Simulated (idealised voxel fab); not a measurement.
You're looking at the process module voxel spacer lines.
This is section cut - it's 270 nm across, gridded in 5 nm square cells.
Notation: cross-section as square-cell grid; stated in bands, top first, going down; one or more cell rows per band.
Heights first: top, then bottom, in nm. Then materials, left to right, each with a width in nm. "full width" on a single material: fills the band edge to edge. "blank": empty space.
Basically, 0 is our baseline, since under it the wafer straight out of the box is all one material. The bottom band has no lower end and keeps on going down, so it looks like "0 and below".
Read "30..40" as a graded width: first number on top, second number at the bottom, same change between each pair of neighbouring rows.
You'll sometimes find "remained unchanged" written for a step, and that's the way of saying that nowhere in the cross-section did a cell change during that step.
The label "Fully sealed voids" introduces a list of the empty spaces, 8 cells or larger, that have no open way up to the top; each entry in it reads width x height at distance, where the distance is taken from the left edge and all three are stated in nm.
Text after the settings on a step's line: the simulator's own remark on that step.
overlay nm: right-of-plan distance of the mask on a masked step; negative values mean left-of-plan.

Process steps - plan
- 1: RECEIVE, material Si
- 2: CONFORMAL_DEP, material SiO2, thk nm 5
- 3: DIRECTIONAL_DEP, material TiN, thk nm 10
- 4: DIRECTIONAL_DEP, material aC, thk nm 30
- 5: PATTERN, tone cover, mask id MANDREL, material resist, width nm 15, pitch nm 60, thk nm 40, overlay nm 0
- 6: DIRECTIONAL_ETCH, etch materials aC, depth nm 30
- 7: STRIP, etch materials resist
- 8: CONFORMAL_DEP, material SiN, thk nm 15
- 9: DIRECTIONAL_ETCH, etch materials SiN, depth nm 15
- 10: STRIP, etch materials aC
- 11: DIRECTIONAL_ETCH, etch materials TiN, depth nm 10
- 12: STRIP, etch materials SiN
- 13: FILL_DEP, material SiO2, thk nm 10
- 14: CMP, height nm 15

As received (post step 1): cross-section
> 0 and below | Si full width
> Fully sealed voids: none

Cross-section at module end, one run error; start and plan unchanged from above
> 15 down to 5 | aC full width
> 5 down to 0 | SiO2 full width
> 0 and below | Si full width
> Fully sealed voids: none
Deviation noted in wafer processing: step 3 ran in the slot meant for step 4, and vice versa
